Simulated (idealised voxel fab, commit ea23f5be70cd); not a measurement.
Process module in this document: voxel transistor to metal
This is section cut - it's 200 nm across, gridded in 5 nm square cells.
We lay out every cross-section as a grid of square cells and spell it out in bands from the top down, where one band means one or more rows of cells. Quick guide to a band line: top height, bottom height (nm) up front; then every material left to right with its width in nm. Only one material and it's marked "everywhere"? Then it fills the band edge to edge. And "blank" just means empty space. Ref level 0: as-received wafer is one material below here. Bottom band extends down with no lower bound ("0 down"). A two-number width, for instance "30 to 40", indicates that the width is equal to the first number in the top row of the band and to the second number in the bottom row, and that it changes by a constant amount per row of cells. Step marked "nothing different"? Then no cell in the cross-section changed in it. You'll see "Closed internal voids" listing empty spaces that have no way open to the top, as long as they're 8 cells or more; the notation is width x height at distance, where the distance is from the left edge, and all of it is in nm. Step line, after settings: the simulator's comment on this step. On any step carrying a mask, the "overlay nm" setting, if present on the step's line, tells how far right of its planned place the mask lay; negative values point to the left. Each pair below shows a cross-section before one step and the cross-section after it, down to the lowest band that changed. The line under each pair gives the step between them, with its settings. The pairs can come from different runs of this module on the same starting wafer, so a pair continues from the pair above only where its "Snapshot before" says so.

Snapshot before
- 20 to 10 = SiO2 everywhere
- 10 to 0 = 70 nm SiO2; 10 nm SiN; 5 nm HfO2; 5 nm TiN; 15 nm W; 5 nm TiN; 5 nm HfO2; 10 nm SiN; 75 nm SiO2
- 0 to -5 = 30 nm SiO2; 10 nm SiN; 20 nm SiO2; 10 nm SiGe; 10 nm SiN; 5 nm HfO2; 25 nm TiN; 5 nm HfO2; 10 nm SiN; 10 nm SiGe; 20 nm SiO2; 10 nm SiN; 35 nm SiO2
- -5 to -10 = 40 nm SiO2; 30 nm SiGe; 5 nm SiO2; 45 nm HfO2; 5 nm SiO2; 30 nm SiGe; 45 nm SiO2
- -10 to -15 = 40 nm SiO2; 30 nm SiGe; 55 nm Si; 30 nm SiGe; 45 nm SiO2
- -15 to -35 = 40 nm SiO2; 115 nm Si; 45 nm SiO2
- -35 down = Si everywhere
- Closed internal voids: none

Post-Process Section
- 20 to 10 = 45 nm SiO2; 15 nm blank; 75 nm SiO2; 15 nm blank; 50 nm SiO2
- 10 to 0 = 45 nm SiO2; 15 nm blank; 10 nm SiO2; 10 nm SiN; 5 nm HfO2; 5 nm TiN; 15 nm W; 5 nm TiN; 5 nm HfO2; 10 nm SiN; 10 nm SiO2; 15 nm blank; 50 nm SiO2
- 0 to -5 = 30 nm SiO2; 10 nm SiN; 5 nm SiO2; 15 nm blank; 10 nm SiGe; 10 nm SiN; 5 nm HfO2; 25 nm TiN; 5 nm HfO2; 10 nm SiN; 10 nm SiGe; 15 nm blank; 5 nm SiO2; 10 nm SiN; 35 nm SiO2
- Note: structure below -5 unchanged.
- Closed internal voids: none
The two cross-sections above bracket this step: MASKED_ETCH,tone open,mask id CONTACT,width nm 15,pitch nm 90,etch materials SiO2,depth nm 30,overlay nm 0

Snapshot before: the wafer arrives at this step looking as the after cross-section in the pair just above shows it.

Post-Process Section
- 25 to 20 = 50 nm TiN; 5 nm blank; 85 nm TiN; 5 nm blank; 55 nm TiN
- 20 to 10 = 45 nm SiO2; 5 nm TiN; 5 nm blank; 5 nm TiN; 75 nm SiO2; 5 nm TiN; 5 nm blank; 5 nm TiN; 50 nm SiO2
- 10 to 0 = 45 nm SiO2; 5 nm TiN; 5 nm blank; 5 nm TiN; 10 nm SiO2; 10 nm SiN; 5 nm HfO2; 5 nm TiN; 15 nm W; 5 nm TiN; 5 nm HfO2; 10 nm SiN; 10 nm SiO2; 5 nm TiN; 5 nm blank; 5 nm TiN; 50 nm SiO2
- 0 to -5 = 30 nm SiO2; 10 nm SiN; 5 nm SiO2; 15 nm TiN; 10 nm SiGe; 10 nm SiN; 5 nm HfO2; 25 nm TiN; 5 nm HfO2; 10 nm SiN; 10 nm SiGe; 15 nm TiN; 5 nm SiO2; 10 nm SiN; 35 nm SiO2
- Note: structure below -5 unchanged.
- Closed internal voids: none
The two cross-sections above bracket this step: CONFORMAL_DEP,material TiN,thk nm 5

Snapshot before: the wafer arrives at this step looking as the after cross-section in the pair just above shows it.

Post-Process Section
- 35 to 25 = W everywhere
- 25 to 20 = 50 nm TiN; 5 nm W; 85 nm TiN; 5 nm W; 55 nm TiN
- 20 to 10 = 45 nm SiO2; 5 nm TiN; 5 nm W; 5 nm TiN; 75 nm SiO2; 5 nm TiN; 5 nm W; 5 nm TiN; 50 nm SiO2
- 10 to 0 = 45 nm SiO2; 5 nm TiN; 5 nm W; 5 nm TiN; 10 nm SiO2; 10 nm SiN; 5 nm HfO2; 5 nm TiN; 15 nm W; 5 nm TiN; 5 nm HfO2; 10 nm SiN; 10 nm SiO2; 5 nm TiN; 5 nm W; 5 nm TiN; 50 nm SiO2
- Note: structure below 0 unchanged.
- Closed internal voids: none
The two cross-sections above bracket this step: FILL_DEP,material W,thk nm 10

Snapshot before: the wafer arrives at this step looking as the after cross-section in the pair just above shows it.

Post-Process Section
- 20 to 10 = 45 nm SiO2; 5 nm TiN; 5 nm W; 5 nm TiN; 75 nm SiO2; 5 nm TiN; 5 nm W; 5 nm TiN; 50 nm SiO2
- Note: structure below 10 unchanged.
- Closed internal voids: none
The two cross-sections above bracket this step: CMP,height nm 20

Snapshot before: the wafer arrives at this step looking as the after cross-section in the pair just above shows it.

Post-Process Section
- 25 to 20 = SiN everywhere
- Note: structure below 20 unchanged.
- Closed internal voids: none
The two cross-sections above bracket this step: CONFORMAL_DEP,material SiN,thk nm 5

Snapshot before: the wafer arrives at this step looking as the after cross-section in the pair just above shows it.

Post-Process Section
- 45 to 25 = SiO2 everywhere
- Note: structure below 25 unchanged.
- Closed internal voids: none
The two cross-sections above bracket this step: DIRECTIONAL_DEP,material SiO2,thk nm 20

Snapshot before: the wafer arrives at this step looking as the after cross-section in the pair just above shows it.

Post-Process Section
- 65 to 45 = 45 nm resist; 15 nm blank; 75 nm resist; 15 nm blank; 50 nm resist
- Note: structure below 45 unchanged.
- Closed internal voids: none
The two cross-sections above bracket this step: PATTERN,tone open,mask id METAL_1,material resist,width nm 15,pitch nm 90,thk nm 20,overlay nm 0

Snapshot before: the wafer arrives at this step looking as the after cross-section in the pair just above shows it.

Post-Process Section
- 65 to 45 = 45 nm resist; 15 nm blank; 75 nm resist; 15 nm blank; 50 nm resist
- 45 to 25 = 45 nm SiO2; 15 nm blank; 75 nm SiO2; 15 nm blank; 50 nm SiO2
- Note: structure below 25 unchanged.
- Closed internal voids: none
The two cross-sections above bracket this step: DIRECTIONAL_ETCH,etch materials SiO2,depth nm 20

Snapshot before: the wafer arrives at this step looking as the after cross-section in the pair just above shows it.

Post-Process Section
- 65 to 45 = 45 nm resist; 15 nm blank; 75 nm resist; 15 nm blank; 50 nm resist
- 45 to 25 = 45 nm SiO2; 15 nm blank; 75 nm SiO2; 15 nm blank; 50 nm SiO2
- 25 to 20 = 45 nm SiN; 15 nm blank; 75 nm SiN; 15 nm blank; 50 nm SiN
- Note: structure below 20 unchanged.
- Closed internal voids: none
The two cross-sections above bracket this step: DIRECTIONAL_ETCH,etch materials SiN,depth nm 5

Snapshot before: the wafer arrives at this step looking as the after cross-section in the pair just above shows it.

Post-Process Section
- 45 to 25 = 45 nm SiO2; 15 nm blank; 75 nm SiO2; 15 nm blank; 50 nm SiO2
- Note: structure below 25 unchanged.
- Closed internal voids: none
The two cross-sections above bracket this step: STRIP,etch materials resist

Snapshot before: the wafer arrives at this step looking as the after cross-section in the pair just above shows it.

Post-Process Section
- 50 to 45 = 50 nm TiN; 5 nm blank; 85 nm TiN; 5 nm blank; 55 nm TiN
- 45 to 25 = 45 nm SiO2; 5 nm TiN; 5 nm blank; 5 nm TiN; 75 nm SiO2; 5 nm TiN; 5 nm blank; 5 nm TiN; 50 nm SiO2
- 25 to 20 = 45 nm SiN; 15 nm TiN; 75 nm SiN; 15 nm TiN; 50 nm SiN
- Note: structure below 20 unchanged.
- Closed internal voids: none
The two cross-sections above bracket this step: CONFORMAL_DEP,material TiN,thk nm 5

Snapshot before: the wafer arrives at this step looking as the after cross-section in the pair just above shows it.

Post-Process Section
- 55 to 50 = Cu everywhere
- 50 to 45 = 50 nm TiN; 5 nm Cu; 85 nm TiN; 5 nm Cu; 55 nm TiN
- 45 to 25 = 45 nm SiO2; 5 nm TiN; 5 nm Cu; 5 nm TiN; 75 nm SiO2; 5 nm TiN; 5 nm Cu; 5 nm TiN; 50 nm SiO2
- Note: structure below 25 unchanged.
- Closed internal voids: none
The two cross-sections above bracket this step: FILL_DEP,material Cu,thk nm 5

Snapshot before: the wafer arrives at this step looking as the after cross-section in the pair just above shows it.

Post-Process Section
- 45 to 25 = 45 nm SiO2; 5 nm TiN; 5 nm Cu; 5 nm TiN; 75 nm SiO2; 5 nm TiN; 5 nm Cu; 5 nm TiN; 50 nm SiO2
- Note: structure below 25 unchanged.
- Closed internal voids: none
The two cross-sections above bracket this step: CMP,height nm 45

Snapshot before: the wafer arrives at this step looking as the after cross-section in the pair just above shows it.

Post-Process Section
- 50 to 45 = SiN everywhere
- Note: structure below 45 unchanged.
- Closed internal voids: none
The two cross-sections above bracket this step: CONFORMAL_DEP,material SiN,thk nm 5

Snapshot before
- 15 to 0 = SiN everywhere
- 0 to -5 = SiO2 everywhere
- -5 down = Si everywhere
- Closed internal voids: none

Post-Process Section
- 30 to 15 = 40 nm blank; 120 nm resist; 40 nm blank
- Note: structure below 15 unchanged.
- Closed internal voids: none
The two cross-sections above bracket this step: PATTERN,tone cover,mask id ACTIVE,material resist,width nm 120,thk nm 15,overlay nm 0

Snapshot before: the wafer arrives at this step looking as the after cross-section in the pair just above shows it.

Post-Process Section
- 30 to 15 = 40 nm blank; 120 nm resist; 40 nm blank
- 15 to 0 = 40 nm blank; 120 nm SiN; 40 nm blank
- Note: structure below 0 unchanged.
- Closed internal voids: none
The two cross-sections above bracket this step: DIRECTIONAL_ETCH,etch materials SiN,depth nm 15

Snapshot before: the wafer arrives at this step looking as the after cross-section in the pair just above shows it.

Post-Process Section
- 30 to 15 = 40 nm blank; 120 nm resist; 40 nm blank
- 15 to 0 = 40 nm blank; 120 nm SiN; 40 nm blank
- 0 to -5 = 40 nm blank; 120 nm SiO2; 40 nm blank
- Note: structure below -5 unchanged.
- Closed internal voids: none
The two cross-sections above bracket this step: DIRECTIONAL_ETCH,etch materials SiO2,depth nm 5

Snapshot before: the wafer arrives at this step looking as the after cross-section in the pair just above shows it.

Post-Process Section
- 30 to 15 = 40 nm blank; 120 nm resist; 40 nm blank
- 15 to 0 = 40 nm blank; 120 nm SiN; 40 nm blank
- 0 to -5 = 40 nm blank; 120 nm SiO2; 40 nm blank
- -5 to -30 = 40 nm blank; 120 nm Si; 40 nm blank
- Note: structure below -30 unchanged.
- Closed internal voids: none
The two cross-sections above bracket this step: DIRECTIONAL_ETCH,etch materials Si,depth nm 25

Snapshot before: the wafer arrives at this step looking as the after cross-section in the pair just above shows it.

Post-Process Section
- 15 to 0 = 40 nm blank; 120 nm SiN; 40 nm blank
- Note: structure below 0 unchanged.
- Closed internal voids: none
The two cross-sections above bracket this step: STRIP,etch materials resist

Snapshot before: the wafer arrives at this step looking as the after cross-section in the pair just above shows it.

Post-Process Section
- 15 to 0 = 40 nm blank; 120 nm SiN; 40 nm blank
- 0 to -5 = 40 nm blank; 120 nm SiO2; 40 nm blank
- -5 to -30 = 40 nm blank; 5 nm SiO2; 110 nm Si; 5 nm SiO2; 40 nm blank
- -30 to -35 = 45 nm SiO2; 110 nm Si; 45 nm SiO2
- Note: structure below -35 unchanged.
- Closed internal voids: none
The two cross-sections above bracket this step: OXIDIZE,depth nm 5

Snapshot before: the wafer arrives at this step looking as the after cross-section in the pair just above shows it.

Post-Process Section
- 25 to 15 = SiO2 everywhere
- 15 to 0 = 40 nm SiO2; 120 nm SiN; 40 nm SiO2
- 0 to -5 = SiO2 everywhere
- -5 to -35 = 45 nm SiO2; 110 nm Si; 45 nm SiO2
- Note: structure below -35 unchanged.
- Closed internal voids: none
The two cross-sections above bracket this step: FILL_DEP,material SiO2,thk nm 10

Snapshot before: the wafer arrives at this step looking as the after cross-section in the pair just above shows it.

Post-Process Section
- 15 to 0 = 40 nm SiO2; 120 nm SiN; 40 nm SiO2
- Note: structure below 0 unchanged.
- Closed internal voids: none
The two cross-sections above bracket this step: CMP,height nm 15

Snapshot before: the wafer arrives at this step looking as the after cross-section in the pair just above shows it.

Post-Process Section
- 15 to 5 = 40 nm blank; 120 nm SiN; 40 nm blank
- Note: structure below 5 unchanged.
- Closed internal voids: none
The two cross-sections above bracket this step: SELECTIVE_ETCH,etch materials SiO2,depth nm 10

Snapshot before: the wafer arrives at this step looking as the after cross-section in the pair just above shows it.

Post-Process Section
- 5 to 0 = 40 nm SiO2; 120 nm blank; 40 nm SiO2
- Note: structure below 0 unchanged.
- Closed internal voids: none
The two cross-sections above bracket this step: STRIP,etch materials SiN

Snapshot before: the wafer arrives at this step looking as the after cross-section in the pair just above shows it.

Post-Process Section
- 0 to -5 = 35 nm SiO2; 130 nm blank; 35 nm SiO2
- Note: structure below -5 unchanged.
- Closed internal voids: none
The two cross-sections above bracket this step: SELECTIVE_ETCH,etch materials SiO2,depth nm 5

Snapshot before: the wafer arrives at this step looking as the after cross-section in the pair just above shows it.

Post-Process Section
- 0 to -5 = 35 nm SiO2; 130 nm blank; 35 nm SiO2
- -5 to -10 = SiO2 everywhere
- Note: structure below -10 unchanged.
- Closed internal voids: none
The two cross-sections above bracket this step: OXIDIZE,depth nm 5

Snapshot before: the wafer arrives at this step looking as the after cross-section in the pair just above shows it.

Post-Process Section
- 20 to 15 = 35 nm polySi; 130 nm blank; 35 nm polySi
- 15 to 0 = polySi everywhere
- 0 to -5 = 35 nm SiO2; 130 nm polySi; 35 nm SiO2
- Note: structure below -5 unchanged.
- Closed internal voids: none
The two cross-sections above bracket this step: DIRECTIONAL_DEP,material polySi,thk nm 20

Snapshot before: the wafer arrives at this step looking as the after cross-section in the pair just above shows it.

Post-Process Section
- 35 to 30 = 35 nm SiCN; 130 nm blank; 35 nm SiCN
- 30 to 20 = SiCN everywhere
- 20 to 15 = 35 nm polySi; 130 nm SiCN; 35 nm polySi
- Note: structure below 15 unchanged.
- Closed internal voids: none
The two cross-sections above bracket this step: DIRECTIONAL_DEP,material SiCN,thk nm 15

Snapshot before: the wafer arrives at this step looking as the after cross-section in the pair just above shows it.

Post-Process Section
- 50 to 35 = 80 nm blank; 35 nm resist; 85 nm blank
- 35 to 30 = 35 nm SiCN; 45 nm blank; 35 nm resist; 50 nm blank; 35 nm SiCN
- Note: structure below 30 unchanged.
- Closed internal voids: none
The two cross-sections above bracket this step: PATTERN,tone cover,mask id GATE,material resist,width nm 35,thk nm 15,overlay nm 0

Snapshot before: the wafer arrives at this step looking as the after cross-section in the pair just above shows it.

Post-Process Section
- 50 to 30 = 80 nm blank; 35 nm resist; 85 nm blank
- 30 to 20 = 80 nm blank; 35 nm SiCN; 85 nm blank
- 20 to 15 = 35 nm polySi; 45 nm blank; 35 nm SiCN; 50 nm blank; 35 nm polySi
- Note: structure below 15 unchanged.
- Closed internal voids: none
The two cross-sections above bracket this step: DIRECTIONAL_ETCH,etch materials SiCN,depth nm 25

Snapshot before: the wafer arrives at this step looking as the after cross-section in the pair just above shows it.

Post-Process Section
- 50 to 30 = 80 nm blank; 35 nm resist; 85 nm blank
- 30 to 15 = 80 nm blank; 35 nm SiCN; 85 nm blank
- 15 to 0 = 80 nm blank; 35 nm polySi; 85 nm blank
- 0 to -5 = 35 nm SiO2; 45 nm blank; 35 nm polySi; 50 nm blank; 35 nm SiO2
- Note: structure below -5 unchanged.
- Closed internal voids: none
The two cross-sections above bracket this step: DIRECTIONAL_ETCH,etch materials polySi,depth nm 30

Snapshot before: the wafer arrives at this step looking as the after cross-section in the pair just above shows it.

Post-Process Section
- 30 to 15 = 80 nm blank; 35 nm SiCN; 85 nm blank
- Note: structure below 15 unchanged.
- Closed internal voids: none
The two cross-sections above bracket this step: STRIP,etch materials resist

Snapshot before: the wafer arrives at this step looking as the after cross-section in the pair just above shows it.

Post-Process Section
- 40 to 30 = 70 nm blank; 55 nm SiN; 75 nm blank
- 30 to 15 = 70 nm blank; 10 nm SiN; 35 nm SiCN; 10 nm SiN; 75 nm blank
- 15 to 10 = 70 nm blank; 10 nm SiN; 35 nm polySi; 10 nm SiN; 75 nm blank
- 10 to 5 = 45 nm SiN; 25 nm blank; 10 nm SiN; 35 nm polySi; 10 nm SiN; 30 nm blank; 45 nm SiN
- 5 to 0 = 80 nm SiN; 35 nm polySi; 85 nm SiN
- 0 to -5 = 35 nm SiO2; 45 nm SiN; 35 nm polySi; 50 nm SiN; 35 nm SiO2
- Note: structure below -5 unchanged.
- Closed internal voids: none
The two cross-sections above bracket this step: CONFORMAL_DEP,material SiN,thk nm 10

Snapshot before: the wafer arrives at this step looking as the after cross-section in the pair just above shows it.

Post-Process Section
- 30 to 15 = 70 nm blank; 10 nm SiN; 35 nm SiCN; 10 nm SiN; 75 nm blank
- 15 to 0 = 70 nm blank; 10 nm SiN; 35 nm polySi; 10 nm SiN; 75 nm blank
- 0 to -5 = 35 nm SiO2; 10 nm SiN; 25 nm blank; 10 nm SiN; 35 nm polySi; 10 nm SiN; 30 nm blank; 10 nm SiN; 35 nm SiO2
- Note: structure below -5 unchanged.
- Closed internal voids: none
The two cross-sections above bracket this step: DIRECTIONAL_ETCH,etch materials SiN,depth nm 10

Snapshot before: the wafer arrives at this step looking as the after cross-section in the pair just above shows it.

Post-Process Section
- 30 to 15 = 70 nm blank; 10 nm SiN; 35 nm SiCN; 10 nm SiN; 75 nm blank
- 15 to 0 = 70 nm blank; 10 nm SiN; 35 nm polySi; 10 nm SiN; 75 nm blank
- 0 to -5 = 35 nm blank; 10 nm SiN; 25 nm blank; 10 nm SiN; 35 nm polySi; 10 nm SiN; 30 nm blank; 10 nm SiN; 35 nm blank
- -5 to -10 = 45 nm SiO2; 25 nm blank; 55 nm SiO2; 30 nm blank; 45 nm SiO2
- Note: structure below -10 unchanged.
- Closed internal voids: none
The two cross-sections above bracket this step: DIRECTIONAL_ETCH,etch materials SiO2,depth nm 5

Snapshot before: the wafer arrives at this step looking as the after cross-section in the pair just above shows it.

Post-Process Section
- 30 to 15 = 70 nm blank; 10 nm SiN; 35 nm SiCN; 10 nm SiN; 75 nm blank
- 15 to 0 = 70 nm blank; 10 nm SiN; 35 nm polySi; 10 nm SiN; 75 nm blank
- 0 to -5 = 35 nm blank; 10 nm SiN; 25 nm blank; 10 nm SiN; 35 nm polySi; 10 nm SiN; 30 nm blank; 10 nm SiN; 35 nm blank
- -5 to -10 = 45 nm SiO2; 25 nm blank; 55 nm SiO2; 30 nm blank; 45 nm SiO2
- -10 to -20 = 45 nm SiO2; 25 nm blank; 55 nm Si; 30 nm blank; 45 nm SiO2
- Note: structure below -20 unchanged.
- Closed internal voids: none
The two cross-sections above bracket this step: DIRECTIONAL_ETCH,etch materials Si,depth nm 10

Snapshot before: the wafer arrives at this step looking as the after cross-section in the pair just above shows it.

Post-Process Section
- 30 to 15 = 70 nm blank; 10 nm SiN; 35 nm SiCN; 10 nm SiN; 75 nm blank
- 15 to 0 = 70 nm blank; 10 nm SiN; 35 nm polySi; 10 nm SiN; 75 nm blank
- 0 to -5 = 35 nm blank; 10 nm SiN; 15 nm blank; 10 nm SiGe; 10 nm SiN; 35 nm polySi; 10 nm SiN; 10 nm SiGe; 20 nm blank; 10 nm SiN; 35 nm blank
- -5 to -10 = 45 nm SiO2; 15 nm blank; 10 nm SiGe; 55 nm SiO2; 10 nm SiGe; 20 nm blank; 45 nm SiO2
- -10 to -20 = 45 nm SiO2; 25 nm SiGe; 55 nm Si; 30 nm SiGe; 45 nm SiO2
- Note: structure below -20 unchanged.
- Closed internal voids: none
The two cross-sections above bracket this step: EPI,material SiGe,thk nm 10

Snapshot before: the wafer arrives at this step looking as the after cross-section in the pair just above shows it.

Post-Process Section
- 35 to 30 = SiO2 everywhere
- 30 to 15 = 70 nm SiO2; 10 nm SiN; 35 nm SiCN; 10 nm SiN; 75 nm SiO2
- 15 to 0 = 70 nm SiO2; 10 nm SiN; 35 nm polySi; 10 nm SiN; 75 nm SiO2
- 0 to -5 = 35 nm SiO2; 10 nm SiN; 15 nm SiO2; 10 nm SiGe; 10 nm SiN; 35 nm polySi; 10 nm SiN; 10 nm SiGe; 20 nm SiO2; 10 nm SiN; 35 nm SiO2
- -5 to -10 = 60 nm SiO2; 10 nm SiGe; 55 nm SiO2; 10 nm SiGe; 65 nm SiO2
- Note: structure below -10 unchanged.
- Closed internal voids: none
The two cross-sections above bracket this step: FILL_DEP,material SiO2,thk nm 5

Snapshot before: the wafer arrives at this step looking as the after cross-section in the pair just above shows it.

Post-Process Section
- 15 to 0 = 70 nm SiO2; 10 nm SiN; 35 nm polySi; 10 nm SiN; 75 nm SiO2
- Note: structure below 0 unchanged.
- Closed internal voids: none
The two cross-sections above bracket this step: CMP,height nm 15

Snapshot before: the wafer arrives at this step looking as the after cross-section in the pair just above shows it.

Post-Process Section
- 15 to 0 = 70 nm SiO2; 10 nm SiN; 35 nm blank; 10 nm SiN; 75 nm SiO2
- 0 to -5 = 35 nm SiO2; 10 nm SiN; 15 nm SiO2; 10 nm SiGe; 10 nm SiN; 35 nm blank; 10 nm SiN; 10 nm SiGe; 20 nm SiO2; 10 nm SiN; 35 nm SiO2
- Note: structure below -5 unchanged.
- Closed internal voids: none
The two cross-sections above bracket this step: STRIP,etch materials polySi

Snapshot before: the wafer arrives at this step looking as the after cross-section in the pair just above shows it.

Post-Process Section
- 15 to 10 = 70 nm blank; 10 nm SiN; 35 nm blank; 10 nm SiN; 75 nm blank
- 10 to 0 = 70 nm SiO2; 10 nm SiN; 35 nm blank; 10 nm SiN; 75 nm SiO2
- 0 to -5 = 35 nm SiO2; 10 nm SiN; 15 nm SiO2; 10 nm SiGe; 10 nm SiN; 35 nm blank; 10 nm SiN; 10 nm SiGe; 20 nm SiO2; 10 nm SiN; 35 nm SiO2
- -5 to -10 = 60 nm SiO2; 10 nm SiGe; 5 nm SiO2; 45 nm blank; 5 nm SiO2; 10 nm SiGe; 65 nm SiO2
- Note: structure below -10 unchanged.
- Closed internal voids: none
The two cross-sections above bracket this step: SELECTIVE_ETCH,etch materials SiO2,depth nm 5

Snapshot before: the wafer arrives at this step looking as the after cross-section in the pair just above shows it.

Post-Process Section
- 20 to 15 = 65 nm blank; 20 nm HfO2; 25 nm blank; 20 nm HfO2; 70 nm blank
- 15 to 10 = 70 nm HfO2; 10 nm SiN; 5 nm HfO2; 25 nm blank; 5 nm HfO2; 10 nm SiN; 75 nm HfO2
- 10 to 0 = 70 nm SiO2; 10 nm SiN; 5 nm HfO2; 25 nm blank; 5 nm HfO2; 10 nm SiN; 75 nm SiO2
- 0 to -5 = 35 nm SiO2; 10 nm SiN; 15 nm SiO2; 10 nm SiGe; 10 nm SiN; 5 nm HfO2; 25 nm blank; 5 nm HfO2; 10 nm SiN; 10 nm SiGe; 20 nm SiO2; 10 nm SiN; 35 nm SiO2
- -5 to -10 = 60 nm SiO2; 10 nm SiGe; 5 nm SiO2; 45 nm HfO2; 5 nm SiO2; 10 nm SiGe; 65 nm SiO2
- Note: structure below -10 unchanged.
- Closed internal voids: none
The two cross-sections above bracket this step: CONFORMAL_DEP,material HfO2,thk nm 5

Snapshot before: the wafer arrives at this step looking as the after cross-section in the pair just above shows it.

Post-Process Section
- 25 to 20 = 60 nm blank; 30 nm TiN; 15 nm blank; 30 nm TiN; 65 nm blank
- 20 to 15 = 65 nm TiN; 20 nm HfO2; 5 nm TiN; 15 nm blank; 5 nm TiN; 20 nm HfO2; 70 nm TiN
- 15 to 10 = 70 nm HfO2; 10 nm SiN; 5 nm HfO2; 5 nm TiN; 15 nm blank; 5 nm TiN; 5 nm HfO2; 10 nm SiN; 75 nm HfO2
- 10 to 0 = 70 nm SiO2; 10 nm SiN; 5 nm HfO2; 5 nm TiN; 15 nm blank; 5 nm TiN; 5 nm HfO2; 10 nm SiN; 75 nm SiO2
- 0 to -5 = 35 nm SiO2; 10 nm SiN; 15 nm SiO2; 10 nm SiGe; 10 nm SiN; 5 nm HfO2; 25 nm TiN; 5 nm HfO2; 10 nm SiN; 10 nm SiGe; 20 nm SiO2; 10 nm SiN; 35 nm SiO2
- Note: structure below -5 unchanged.
- Closed internal voids: none
The two cross-sections above bracket this step: CONFORMAL_DEP,material TiN,thk nm 5

Snapshot before: the wafer arrives at this step looking as the after cross-section in the pair just above shows it.

Post-Process Section
- 35 to 25 = W everywhere
- 25 to 20 = 60 nm W; 30 nm TiN; 15 nm W; 30 nm TiN; 65 nm W
- 20 to 15 = 65 nm TiN; 20 nm HfO2; 5 nm TiN; 15 nm W; 5 nm TiN; 20 nm HfO2; 70 nm TiN
- 15 to 10 = 70 nm HfO2; 10 nm SiN; 5 nm HfO2; 5 nm TiN; 15 nm W; 5 nm TiN; 5 nm HfO2; 10 nm SiN; 75 nm HfO2
- 10 to 0 = 70 nm SiO2; 10 nm SiN; 5 nm HfO2; 5 nm TiN; 15 nm W; 5 nm TiN; 5 nm HfO2; 10 nm SiN; 75 nm SiO2
- Note: structure below 0 unchanged.
- Closed internal voids: none
The two cross-sections above bracket this step: FILL_DEP,material W,thk nm 10

Snapshot before: the wafer arrives at this step looking as the after cross-section in the pair just above shows it.

Post-Process Section
- 10 to 0 = 70 nm SiO2; 10 nm SiN; 5 nm HfO2; 5 nm TiN; 15 nm W; 5 nm TiN; 5 nm HfO2; 10 nm SiN; 75 nm SiO2
- Note: structure below 0 unchanged.
- Closed internal voids: none
The two cross-sections above bracket this step: CMP,height nm 10

Snapshot before: the wafer arrives at this step looking as the after cross-section in the pair just above shows it.

Post-Process Section
- 20 to 10 = SiO2 everywhere
- Note: structure below 10 unchanged.
- Closed internal voids: none
The two cross-sections above bracket this step: DIRECTIONAL_DEP,material SiO2,thk nm 10

Snapshot before: the wafer arrives at this step looking as the after cross-section in the pair just above shows it.

Post-Process Section
- 20 to 10 = 45 nm SiO2; 15 nm blank; 75 nm SiO2; 15 nm blank; 50 nm SiO2
- 10 to 0 = 45 nm SiO2; 15 nm blank; 10 nm SiO2; 10 nm SiN; 5 nm HfO2; 5 nm TiN; 15 nm W; 5 nm TiN; 5 nm HfO2; 10 nm SiN; 10 nm SiO2; 15 nm blank; 50 nm SiO2
- 0 to -5 = 35 nm SiO2; 10 nm SiN; 15 nm blank; 10 nm SiGe; 10 nm SiN; 5 nm HfO2; 25 nm TiN; 5 nm HfO2; 10 nm SiN; 10 nm SiGe; 15 nm blank; 5 nm SiO2; 10 nm SiN; 35 nm SiO2
- -5 to -10 = 45 nm SiO2; 15 nm blank; 10 nm SiGe; 5 nm SiO2; 45 nm HfO2; 5 nm SiO2; 10 nm SiGe; 15 nm blank; 50 nm SiO2
- Note: structure below -10 unchanged.
- Closed internal voids: none
The two cross-sections above bracket this step: MASKED_ETCH,tone open,mask id CONTACT,width nm 15,pitch nm 90,etch materials SiO2,depth nm 30,overlay nm 0

Snapshot before: the wafer arrives at this step looking as the after cross-section in the pair just above shows it.

Post-Process Section
- 25 to 20 = 50 nm TiN; 5 nm blank; 85 nm TiN; 5 nm blank; 55 nm TiN
- 20 to 10 = 45 nm SiO2; 5 nm TiN; 5 nm blank; 5 nm TiN; 75 nm SiO2; 5 nm TiN; 5 nm blank; 5 nm TiN; 50 nm SiO2
- 10 to 0 = 45 nm SiO2; 5 nm TiN; 5 nm blank; 5 nm TiN; 10 nm SiO2; 10 nm SiN; 5 nm HfO2; 5 nm TiN; 15 nm W; 5 nm TiN; 5 nm HfO2; 10 nm SiN; 10 nm SiO2; 5 nm TiN; 5 nm blank; 5 nm TiN; 50 nm SiO2
- 0 to -5 = 35 nm SiO2; 10 nm SiN; 5 nm TiN; 5 nm blank; 5 nm TiN; 10 nm SiGe; 10 nm SiN; 5 nm HfO2; 25 nm TiN; 5 nm HfO2; 10 nm SiN; 10 nm SiGe; 5 nm TiN; 5 nm blank; 5 nm TiN; 5 nm SiO2; 10 nm SiN; 35 nm SiO2
- -5 to -10 = 45 nm SiO2; 15 nm TiN; 10 nm SiGe; 5 nm SiO2; 45 nm HfO2; 5 nm SiO2; 10 nm SiGe; 15 nm TiN; 50 nm SiO2
- Note: structure below -10 unchanged.
- Closed internal voids: none
The two cross-sections above bracket this step: CONFORMAL_DEP,material TiN,thk nm 5

Snapshot before: the wafer arrives at this step looking as the after cross-section in the pair just above shows it.

Post-Process Section
- 35 to 25 = W everywhere
- 25 to 20 = 50 nm TiN; 5 nm W; 85 nm TiN; 5 nm W; 55 nm TiN
- 20 to 10 = 45 nm SiO2; 5 nm TiN; 5 nm W; 5 nm TiN; 75 nm SiO2; 5 nm TiN; 5 nm W; 5 nm TiN; 50 nm SiO2
- 10 to 0 = 45 nm SiO2; 5 nm TiN; 5 nm W; 5 nm TiN; 10 nm SiO2; 10 nm SiN; 5 nm HfO2; 5 nm TiN; 15 nm W; 5 nm TiN; 5 nm HfO2; 10 nm SiN; 10 nm SiO2; 5 nm TiN; 5 nm W; 5 nm TiN; 50 nm SiO2
- 0 to -5 = 35 nm SiO2; 10 nm SiN; 5 nm TiN; 5 nm W; 5 nm TiN; 10 nm SiGe; 10 nm SiN; 5 nm HfO2; 25 nm TiN; 5 nm HfO2; 10 nm SiN; 10 nm SiGe; 5 nm TiN; 5 nm W; 5 nm TiN; 5 nm SiO2; 10 nm SiN; 35 nm SiO2
- Note: structure below -5 unchanged.
- Closed internal voids: none
The two cross-sections above bracket this step: FILL_DEP,material W,thk nm 10

Snapshot before: the wafer arrives at this step looking as the after cross-section in the pair just above shows it.

Post-Process Section
- 20 to 10 = 45 nm SiO2; 5 nm TiN; 5 nm W; 5 nm TiN; 75 nm SiO2; 5 nm TiN; 5 nm W; 5 nm TiN; 50 nm SiO2
- Note: structure below 10 unchanged.
- Closed internal voids: none
The two cross-sections above bracket this step: CMP,height nm 20

Snapshot before: the wafer arrives at this step looking as the after cross-section in the pair just above shows it.

Post-Process Section
- 25 to 20 = SiN everywhere
- Note: structure below 20 unchanged.
- Closed internal voids: none
The two cross-sections above bracket this step: CONFORMAL_DEP,material SiN,thk nm 5
